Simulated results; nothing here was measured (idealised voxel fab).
process module | voxel self aligned contacts
cross-section cut | 195 nm wide | cells 5 nm
A cross-section is a grid of square cells, given in bands from the top down. A band is one or more rows of cells.
Each band's line starts with the height of the band's top and of its bottom, in nm. Then come its materials from left to right, each with its width in nm. One material with "throughout" fills the band from edge to edge. "air" is empty space.
Height 0 is the level under which the wafer as received is all one material. The lowest band goes on downwards, as in "0 down".
A width such as "30 to 40" changes by the same amount from each row of cells to the next, from the band's top row to its bottom row.
"no change" after a step means that no cell of the cross-section changed.
closed voids: empty space of 8 cells or more with no open way to the top, each as width x height at its distance from the left edge, in nm
after a step's settings: what the simulator itself notes on the step
overlay nm, on a step with a mask: how far to the right of its planned place the mask lay; to the left if negative
plan
1 op RECEIVE | material Si
2 op CONFORMAL_DEP | material SiO2 | thk nm 5
3 op DIRECTIONAL_DEP | material polySi | thk nm 25
4 op DIRECTIONAL_DEP | material SiN | thk nm 25
5 op DIRECTIONAL_DEP | material aC | thk nm 15
6 op PATTERN | tone cover | mask id GATE | material resist | width nm 25 | pitch nm 65 | thk nm 35 | overlay nm 0
7 op DIRECTIONAL_ETCH | etch materials aC | depth nm 15
8 op STRIP | etch materials resist
9 op DIRECTIONAL_ETCH | etch materials SiN | depth nm 25
10 op DIRECTIONAL_ETCH | etch materials polySi | depth nm 25
11 op STRIP | etch materials aC
12 op CONFORMAL_DEP | material SiN | thk nm 10
13 op DIRECTIONAL_ETCH | etch materials SiN | depth nm 10
14 op FILL_DEP | material SiO2 | thk nm 15
15 op CMP | height nm 60
16 op MASKED_ETCH | tone open | mask id CONTACT | width nm 50 | etch materials SiO2 | depth nm 60 | overlay nm 0
17 op CONFORMAL_DEP | material TiN | thk nm 5
18 op FILL_DEP | material Ru | thk nm 5
19 op CMP | height nm 60
20 op CONFORMAL_DEP | material SiN | thk nm 5
as received, after step 1
  0 down: Si throughout
  closed voids: none
first wafer at the end, as planned
  65 to 60: SiN throughout
  60 to 55: SiO2 70 | TiN 20 | Ru 10 | TiN 20 | SiO2 75
  55 to 30: SiO2 40 | SiN 45 | TiN 5 | Ru 10 | TiN 5 | SiN 45 | SiO2 45
  30 to 5: SiO2 40 | SiN 10 | polySi 25 | SiN 10 | TiN 5 | Ru 10 | TiN 5 | SiN 10 | polySi 25 | SiN 10 | SiO2 45
  5 to 0: SiO2 85 | TiN 20 | SiO2 90
  0 down: Si throughout
  closed voids: none
second wafer at the end: like start, like plan, one mistake
  65 to 60: SiN throughout
  60 to 50: SiO2 70 | TiN 5 | Ru 40 | TiN 5 | SiO2 75
  50 to 45: SiO2 70 | TiN 10 | Ru 30 | TiN 10 | SiO2 75
  45 to 30: SiO2 50 | SiN 25 | TiN 5 | Ru 30 | TiN 5 | SiN 25 | SiO2 55
  30 to 5: SiO2 50 | polySi 25 | TiN 5 | Ru 30 | TiN 5 | polySi 25 | SiO2 55
  5 to 0: SiO2 75 | TiN 40 | SiO2 80
  0 down: Si throughout
  closed voids: none
what went wrong: step 12 was left out
at the end the second wafer has, in cells: 48 more of Ru | 100 fewer of SiN | 52 more of SiO2
